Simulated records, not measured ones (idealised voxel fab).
A process module follows: voxel self aligned contacts.
The cross-section shown here is cut; it is 215 nm wide and divided into square cells measuring 5 nm on a side.
In this document a cross-section is written as a grid of square cells. It is given as a series of bands, listed from the top down, and a band is one or more rows of cells. What a band's entry tells you: where the top is and where the bottom is, as heights in nm, and after that what lies inside, material by material from left to right, each with its width in nm. Empty space is written as the word "air", and a single material marked with the word "throughout" occupies the band from edge to edge. Below 0: as-received wafer, all one material; heights counted from there. Lowest band: no bottom, goes on down, written "z 0 and below". Read "30->40" as a graded width: first number on top, second number at the bottom, same change between each pair of neighbouring rows. Step note "no change" = no cross-section cell changed. What "Enclosed void catalog" gives you is every empty space of 8 cells or more that is cut off from the top. Each appears as width x height at distance, with the distance taken from the left edge and width, height and distance all in nm. On each step's line, the part that comes after the settings is the simulator's own comment on the step. overlay nm: right-of-plan distance of the mask on a masked step; negative values mean left-of-plan.

The steps planned for the process are as follows:
1,op RECEIVE | material Si
2,op CONFORMAL_DEP | material SiO2 | thk nm 5
3,op DIRECTIONAL_DEP | material polySi | thk nm 20
4,op DIRECTIONAL_DEP | material SiN | thk nm 25
5,op PATTERN | tone cover | mask id GATE | material resist | width nm 35 | pitch nm 75 | thk nm 15 | overlay nm 0
6,op DIRECTIONAL_ETCH | etch materials SiN | depth nm 25
7,op DIRECTIONAL_ETCH | etch materials polySi | depth nm 20
8,op STRIP | etch materials resist
9,op CONFORMAL_DEP | material SiN | thk nm 10
10,op DIRECTIONAL_ETCH | etch materials SiN | depth nm 10
11,op FILL_DEP | material SiO2 | thk nm 20
12,op CMP | height nm 60
13,op DIRECTIONAL_DEP | material aC | thk nm 10
14,op PATTERN | tone open | mask id CONTACT | material resist | width nm 50 | pitch nm 75 | thk nm 25 | overlay nm 0
15,op DIRECTIONAL_ETCH | etch materials aC | depth nm 10
16,op STRIP | etch materials resist
17,op DIRECTIONAL_ETCH | etch materials SiO2 | depth nm 60
18,op STRIP | etch materials aC
19,op CONFORMAL_DEP | material TiN | thk nm 5
20,op FILL_DEP | material Ru | thk nm 10
21,op CMP | height nm 60
22,op CONFORMAL_DEP | material SiCN | thk nm 5

The cross-section here shows the wafer as received, i.e. in its state after step 1:
- z 0 and below = Si throughout
- Enclosed void catalog: none

Cross-sectional result after module completion. Note: starting condition and plan are unchanged from above; one processing mistake was made:
- z 65 to 60 = SiCN throughout
- z 60 to 55 = Ru=40 / TiN=5 / SiO2=50 / TiN=5 / Ru=15 / TiN=5 / SiO2=50 / TiN=5 / Ru=40
- z 55 to 50 = TiN=45 / SiO2=50 / TiN=25 / SiO2=50 / TiN=45
- z 50 to 25 = TiN=5 / SiN=55 / SiO2=20 / SiN=55 / SiO2=20 / SiN=55 / TiN=5
- z 25 to 5 = TiN=5 / SiN=10 / polySi=35 / SiN=10 / SiO2=20 / SiN=10 / polySi=35 / SiN=10 / SiO2=20 / SiN=10 / polySi=35 / SiN=10 / TiN=5
- z 5 to 0 = TiN=5 / SiO2=205 / TiN=5
- z 0 and below = Si throughout
- Enclosed void catalog: none
In executing the process, a mistake was made relative to the plan: for step 14, the planned setting was not used; the step was instead run as op PATTERN | tone cover | mask id CONTACT | material resist | width nm 50 | pitch nm 75 | thk nm 25 | overlay nm 0
